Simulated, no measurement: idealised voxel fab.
process module | voxel wiring stack
cross-section cut | 165 nm wide | cells 5 nm
A cross-section is a grid of square cells, given in bands from the top down. A band is one or more rows of cells.
Each band's line starts with the height of the band's top and of its bottom, in nm. Then come its materials from left to right, each with its width in nm. One material with "throughout" fills the band from edge to edge. "air" is empty space.
Height 0 is the level under which the wafer as received is all one material. The lowest band goes on downwards, as in "0 down".
A width such as "30 to 40" changes by the same amount from each row of cells to the next, from the band's top row to its bottom row.
"no change" after a step means that no cell of the cross-section changed.
closed voids: empty space of 8 cells or more with no open way to the top, each as width x height at its distance from the left edge, in nm
after a step's settings: what the simulator itself notes on the step
overlay nm, on a step with a mask: how far to the right of its planned place the mask lay; to the left if negative
plan
1 op RECEIVE | material Si
2 op CONFORMAL_DEP | material SiO2 | thk nm 10
3 op CONFORMAL_DEP | material SiCN | thk nm 5
4 op DIRECTIONAL_DEP | material SiO2 | thk nm 25
5 op DIRECTIONAL_DEP | material aC | thk nm 10
6 op PATTERN | tone open | mask id METAL_1 | material resist | width nm 30 | pitch nm 45 | thk nm 25 | overlay nm 0
7 op DIRECTIONAL_ETCH | etch materials aC | depth nm 10
8 op STRIP | etch materials resist
9 op DIRECTIONAL_ETCH | etch materials SiO2 | depth nm 25
10 op DIRECTIONAL_ETCH | etch materials SiCN | depth nm 5
11 op STRIP | etch materials aC
12 op CONFORMAL_DEP | material TiN | thk nm 5
13 op FILL_DEP | material W | thk nm 5
14 op CMP | height nm 40
15 op CONFORMAL_DEP | material SiCN | thk nm 5
16 op DIRECTIONAL_DEP | material lowk | thk nm 15
17 op DIRECTIONAL_DEP | material aC | thk nm 15
18 op PATTERN | tone open | mask id PLUG_1 | material resist | width nm 15 | pitch nm 90 | thk nm 35 | overlay nm 0
19 op DIRECTIONAL_ETCH | etch materials aC | depth nm 15
20 op STRIP | etch materials resist
21 op DIRECTIONAL_ETCH | etch materials lowk | depth nm 15
22 op DIRECTIONAL_ETCH | etch materials SiCN | depth nm 5
23 op STRIP | etch materials aC
24 op EPI | material Ru | thk nm 10
25 op EPI | material Ru | thk nm 10
26 op DIRECTIONAL_DEP | material TiN | thk nm 5
27 op DIRECTIONAL_DEP | material W | thk nm 25
28 op MASKED_ETCH | tone cover | mask id METAL_2 | width nm 30 | pitch nm 45 | etch materials W | depth nm 25 | overlay nm 0
29 op MASKED_ETCH | tone cover | mask id METAL_2 | width nm 30 | pitch nm 45 | etch materials TiN | depth nm 5 | overlay nm 0
30 op CONFORMAL_DEP | material SiCN | thk nm 5
31 op FILL_DEP | material SiO2 | thk nm 5
32 op CMP | height nm 90
33 op CONFORMAL_DEP | material SiCN | thk nm 5
34 op DIRECTIONAL_DEP | material lowk | thk nm 25
35 op DIRECTIONAL_DEP | material aC | thk nm 15
36 op PATTERN | tone open | mask id METAL_3_HOLES | material resist | width nm 15 | pitch nm 45 | thk nm 35 | overlay nm 0
37 op DIRECTIONAL_ETCH | etch materials aC | depth nm 15
38 op STRIP | etch materials resist
39 op DIRECTIONAL_ETCH | etch materials lowk | depth nm 25
40 op STRIP | etch materials aC
41 op PATTERN | tone open | mask id METAL_3 | material resist | width nm 30 | pitch nm 45 | thk nm 15 | overlay nm 0
42 op DIRECTIONAL_ETCH | etch materials lowk | depth nm 15
43 op DIRECTIONAL_ETCH | etch materials SiCN | depth nm 5
44 op STRIP | etch materials resist
45 op CONFORMAL_DEP | material TiN | thk nm 5
46 op FILL_DEP | material Cu | thk nm 5
47 op CMP | height nm 120
48 op CONFORMAL_DEP | material SiCN | thk nm 5
as received, after step 1
  0 down: Si throughout
  closed voids: none
first wafer at the end, as planned
  125 to 120: SiCN throughout
  120 to 110: lowk 20 | TiN 5 | Cu 20 | TiN 5 | lowk 15 | TiN 5 | Cu 20 | TiN 5 | lowk 15 | TiN 5 | Cu 20 | TiN 5 | lowk 25
  110 to 105: lowk 20 | TiN 5 | Cu 5 | TiN 20 | lowk 15 | TiN 5 | Cu 5 | TiN 20 | lowk 15 | TiN 5 | Cu 5 | TiN 20 | lowk 25
  105 to 95: lowk 20 | TiN 5 | Cu 5 | TiN 5 | lowk 30 | TiN 5 | Cu 5 | TiN 5 | lowk 30 | TiN 5 | Cu 5 | TiN 5 | lowk 40
  95 to 90: SiCN 20 | TiN 15 | SiCN 30 | TiN 15 | SiCN 30 | TiN 15 | SiCN 40
  90 to 65: SiO2 15 | SiCN 5 | W 30 | SiCN 5 | SiO2 5 | SiCN 5 | W 30 | SiCN 5 | SiO2 5 | SiCN 5 | W 30 | SiCN 5 | SiO2 20
  65 to 60: SiCN 20 | TiN 30 | SiCN 15 | TiN 30 | SiCN 15 | TiN 30 | SiCN 25
  60 to 45: lowk 20 | Ru 15 | lowk 75 | Ru 15 | lowk 40
  45 to 40: SiCN 20 | Ru 15 | SiCN 75 | Ru 15 | SiCN 40
  40 to 15: SiO2 20 | TiN 5 | W 20 | TiN 5 | SiO2 15 | TiN 5 | W 20 | TiN 5 | SiO2 15 | TiN 5 | W 20 | TiN 5 | SiO2 25
  15 to 10: SiCN 20 | TiN 30 | SiCN 15 | TiN 30 | SiCN 15 | TiN 30 | SiCN 25
  10 to 0: SiO2 throughout
  0 down: Si throughout
  closed voids: none
second wafer at the end: like start, like plan, one mistake
  125 to 120: SiCN throughout
  120 to 110: lowk 15 | TiN 5 | Cu 25 | TiN 5 | lowk 10 | TiN 5 | Cu 25 | TiN 5 | lowk 10 | TiN 5 | Cu 25 | TiN 5 | lowk 25
  110 to 100: lowk 15 | TiN 5 | Cu 15 | TiN 15 to 5 | lowk 10 to 20 | TiN 5 | Cu 15 | TiN 15 to 5 | lowk 10 to 20 | TiN 5 | Cu 15 | TiN 15 to 5 | lowk 25 to 35
  100 to 95: lowk 15 | TiN 10 | Cu 10 | TiN 5 | lowk 20 | TiN 10 | Cu 10 | TiN 5 | lowk 20 | TiN 10 | Cu 10 | TiN 5 | lowk 35
  95 to 90: SiCN 20 | TiN 20 | SiCN 25 | TiN 20 | SiCN 25 | TiN 20 | SiCN 35
  90 to 65: SiO2 15 | SiCN 5 | W 30 | SiCN 5 | SiO2 5 | SiCN 5 | W 30 | SiCN 5 | SiO2 5 | SiCN 5 | W 30 | SiCN 5 | SiO2 20
  65 to 60: SiCN 20 | TiN 30 | SiCN 15 | TiN 30 | SiCN 15 | TiN 30 | SiCN 25
  60 to 45: lowk 20 | Ru 15 | lowk 75 | Ru 15 | lowk 40
  45 to 40: SiCN 20 | Ru 15 | SiCN 75 | Ru 15 | SiCN 40
  40 to 15: SiO2 20 | TiN 5 | W 20 | TiN 5 | SiO2 15 | TiN 5 | W 20 | TiN 5 | SiO2 15 | TiN 5 | W 20 | TiN 5 | SiO2 25
  15 to 10: SiCN 20 | TiN 30 | SiCN 15 | TiN 30 | SiCN 15 | TiN 30 | SiCN 25
  10 to 0: SiO2 throughout
  0 down: Si throughout
  closed voids: none
what went wrong: step 36 ran as: op PATTERN | tone open | mask id METAL_3_HOLES | material resist | width nm 25 | pitch nm 45 | thk nm 35 | overlay nm 0
at the end the second wafer has, in cells: 21 more of Cu | 3 fewer of SiCN | 3 more of TiN | 21 fewer of lowk
